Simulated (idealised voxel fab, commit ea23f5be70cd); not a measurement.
Process module under the name voxel transistor to metal
Xsec cut, 210 nm wide, square cell size 5 nm.
In this document a cross-section is written as a grid of square cells. It is given as a series of bands, listed from the top down, and a band is one or more rows of cells.
Heads up on the band format: heights come first, top then bottom, in nm. After that it's the materials left to right, each with its width in nm. A single material flagged "everywhere" fills the whole band edge to edge, and "air" means there's empty space there.
Height reference: 0 = level under which incoming wafer is all one material. Lowest band: no bottom, runs on downward, e.g. "0 -> down".
Graded width ("30 to 40"): value in top row of band = first number; value in bottom row = second number; row-to-row change constant.
"changes: none" after a step means that no cell of the cross-section changed.
What "Tabulated closed voids" gives you is every empty space of 8 cells or more that is cut off from the top. Each appears as width x height at distance, with the distance taken from the left edge and width, height and distance all in nm.
What comes after the settings on a step's line is commentary from the simulator itself on that step.
Each step line may optionally specify "overlay nm", which for a step with a mask gives the rightward distance between the mask's planned place and where it lay, a negative value indicating the leftward direction.
Intended process steps:
1. RECEIVE: material Si
2. OXIDIZE: depth nm 5
3. CONFORMAL_DEP: material SiN, thk nm 10
4. MASKED_ETCH: tone cover, mask id ACTIVE, width nm 110, etch materials SiN, depth nm 10, overlay nm 0
5. MASKED_ETCH: tone cover, mask id ACTIVE, width nm 110, etch materials SiO2, depth nm 5, overlay nm 0
6. MASKED_ETCH: tone cover, mask id ACTIVE, width nm 110, etch materials Si, depth nm 20, overlay nm 0
7. FILL_DEP: material SiO2, thk nm 10
8. CMP: height nm 10
9. SELECTIVE_ETCH: etch materials SiO2, depth nm 10
10. STRIP: etch materials SiN
11. SELECTIVE_ETCH: etch materials SiO2, depth nm 5
12. OXIDIZE: depth nm 5
13. DIRECTIONAL_DEP: material polySi, thk nm 20
14. DIRECTIONAL_DEP: material SiCN, thk nm 15
15. DIRECTIONAL_DEP: material aC, thk nm 10
16. PATTERN: tone cover, mask id GATE, material resist, width nm 30, thk nm 25, overlay nm 0
17. DIRECTIONAL_ETCH: etch materials aC, depth nm 10
18. STRIP: etch materials resist
19. DIRECTIONAL_ETCH: etch materials SiCN, depth nm 25
20. DIRECTIONAL_ETCH: etch materials polySi, depth nm 30
21. STRIP: etch materials aC
22. CONFORMAL_DEP: material SiN, thk nm 10
23. DIRECTIONAL_ETCH: etch materials SiN, depth nm 10
24. DIRECTIONAL_ETCH: etch materials SiO2, depth nm 5
25. DIRECTIONAL_ETCH: etch materials Si, depth nm 15
26. EPI: material nSi, thk nm 20
27. FILL_DEP: material SiO2, thk nm 10
28. CMP: height nm 15
29. STRIP: etch materials polySi
30. SELECTIVE_ETCH: etch materials SiO2, depth nm 5
31. CONFORMAL_DEP: material HfO2, thk nm 5
32. CONFORMAL_DEP: material TiN, thk nm 5
33. FILL_DEP: material W, thk nm 10
34. CMP: height nm 10
35. DIRECTIONAL_DEP: material SiO2, thk nm 10
36. DIRECTIONAL_DEP: material aC, thk nm 15
37. PATTERN: tone open, mask id CONTACT, material resist, width nm 15, pitch nm 75, thk nm 35, overlay nm 0
38. DIRECTIONAL_ETCH: etch materials aC, depth nm 15
39. STRIP: etch materials resist
40. DIRECTIONAL_ETCH: etch materials SiO2, depth nm 10
41. STRIP: etch materials aC
42. CONFORMAL_DEP: material TiN, thk nm 5
43. FILL_DEP: material Ru, thk nm 10
44. CMP: height nm 20
45. CONFORMAL_DEP: material SiCN, thk nm 5
46. DIRECTIONAL_DEP: material SiO2, thk nm 15
47. PATTERN: tone open, mask id METAL_1, material resist, width nm 15, pitch nm 75, thk nm 20, overlay nm 0
48. DIRECTIONAL_ETCH: etch materials SiO2, depth nm 15
49. DIRECTIONAL_ETCH: etch materials SiCN, depth nm 5
50. STRIP: etch materials resist
51. CONFORMAL_DEP: material TiN, thk nm 5
52. FILL_DEP: material Ru, thk nm 10
53. CMP: height nm 40
54. CONFORMAL_DEP: material SiN, thk nm 5
As-received wafer cross-section (after step 1):
* 0 -> down: Si everywhere
* Tabulated closed voids: none
Result of the module, cross-sectioned: start per above, plan per above, one error in how it was run:
* 45 -> 40: SiN everywhere
* 40 -> 25: 70 SiO2, 5 TiN, 5 Ru, 5 TiN, 60 SiO2, 5 TiN, 5 Ru, 5 TiN, 50 SiO2
* 25 -> 20: 70 SiCN, 15 TiN, 60 SiCN, 15 TiN, 50 SiCN
* 20 -> 15: 60 SiO2, 5 TiN, 5 Ru, 5 TiN, 60 SiO2, 5 TiN, 5 Ru, 5 TiN, 60 SiO2
* 15 -> 10: 60 SiO2, 15 TiN, 60 SiO2, 15 TiN, 60 SiO2
* 10 -> 0: 60 SiO2, 20 nSi, 10 SiN, 5 HfO2, 5 TiN, 10 W, 5 TiN, 5 HfO2, 10 SiN, 20 nSi, 60 SiO2
* 0 -> -5: 60 SiO2, 20 nSi, 10 SiN, 5 HfO2, 20 TiN, 5 HfO2, 10 SiN, 20 nSi, 60 SiO2
* -5 -> -10: 45 SiO2, 35 nSi, 5 SiO2, 40 HfO2, 5 SiO2, 35 nSi, 45 SiO2
* -10 -> -25: 50 SiO2, 30 nSi, 50 Si, 30 nSi, 50 SiO2
* -25 -> down: Si everywhere
* Tabulated closed voids: none
In executing the process, a mistake was made relative to the plan: step 47 was run on a setting that differed from the plan, and what really ran there is PATTERN: tone open, mask id METAL_1, material resist, width nm 15, pitch nm 75, thk nm 20, overlay nm 10
